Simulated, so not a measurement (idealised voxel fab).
voxel fin reveal: a process module
Section cut is 245 nm wide and gridded with 5 nm square cells.
Square cells in a grid make up a cross-section in this document, and the grid is given as bands, listed from the top down, each one or more rows of cells. Each band's line starts with the height of the band's top and of its bottom, in nm. Then come its materials from left to right, each with its width in nm. One material with "edge to edge" fills the band from edge to edge. "air" is empty space. Measure heights from 0. That's the level where, below it, the as-received wafer is all one material. The lowest band is bottomless and extends downward; write it as in "from 0 down". A width given as "30..40" starts at the first number in the band's top row and ends at the second number in its bottom row, shifting by an equal amount at every step from row to row. "left unchanged" for a step: no cell of the cross-section changed in that step. The entry "Closed void table" lists the empty spaces that cover at least 8 cells and have no open path to the top. Each is written as width x height at distance, where the distance is measured from the left edge and all three values are in nm. If you see something after the settings on a step's line, that's the simulator's own remark about that step. The "overlay nm" setting may appear on a step's line; for a step that uses a mask, it gives how far to the right of its planned position the mask lay, and a negative value indicates the left.

-- plan
1) RECEIVE with material Si
2) CONFORMAL_DEP with material SiN, thk nm 5
3) DIRECTIONAL_DEP with material aC, thk nm 10
4) PATTERN with tone cover, mask id FINS, material resist, width nm 15, pitch nm 40, thk nm 25, overlay nm 0
5) DIRECTIONAL_ETCH with etch materials aC, depth nm 10
6) STRIP with etch materials resist
7) DIRECTIONAL_ETCH with etch materials SiN, depth nm 5
8) DIRECTIONAL_ETCH with etch materials Si, depth nm 35
9) STRIP with etch materials aC
10) OXIDIZE with depth nm 5
11) FILL_DEP with material SiO2, thk nm 5
12) CMP with height nm 5
13) SELECTIVE_ETCH with etch materials SiO2, depth nm 30
14) STRIP with etch materials SiN

-- This is the cross-section of the wafer as we received it, i.e. after step 1
  from 0 down  Si edge to edge
  Closed void table: none

-- First of two wafers, end-of-module section, run followed plan
  from 0 to -25  80 nm air, 5 nm Si, 35 nm air, 5 nm Si, 35 nm air, 5 nm Si, 80 nm air
  from -25 to -40  80 nm SiO2, 5 nm Si, 35 nm SiO2, 5 nm Si, 35 nm SiO2, 5 nm Si, 80 nm SiO2
  from -40 down  Si edge to edge
  Closed void table: none

-- Cross-sectional view of the second of two wafers upon completion of the module. This wafer shared its starting condition and process plan with the first; one error was made during its execution
  from 0 to -25  90 nm air, 5 nm Si, 35 nm air, 5 nm Si, 35 nm air, 5 nm Si, 70 nm air
  from -25 to -40  90 nm SiO2, 5 nm Si, 35 nm SiO2, 5 nm Si, 35 nm SiO2, 5 nm Si, 70 nm SiO2
  from -40 down  Si edge to edge
  Closed void table: none
Want to know what went wrong? step 4 ran as: PATTERN with tone cover, mask id FINS, material resist, width nm 15, pitch nm 40, thk nm 25, overlay nm 10
When the process is done, the second wafer contains the same cell count of every material as the first wafer, but distributed over other locations.
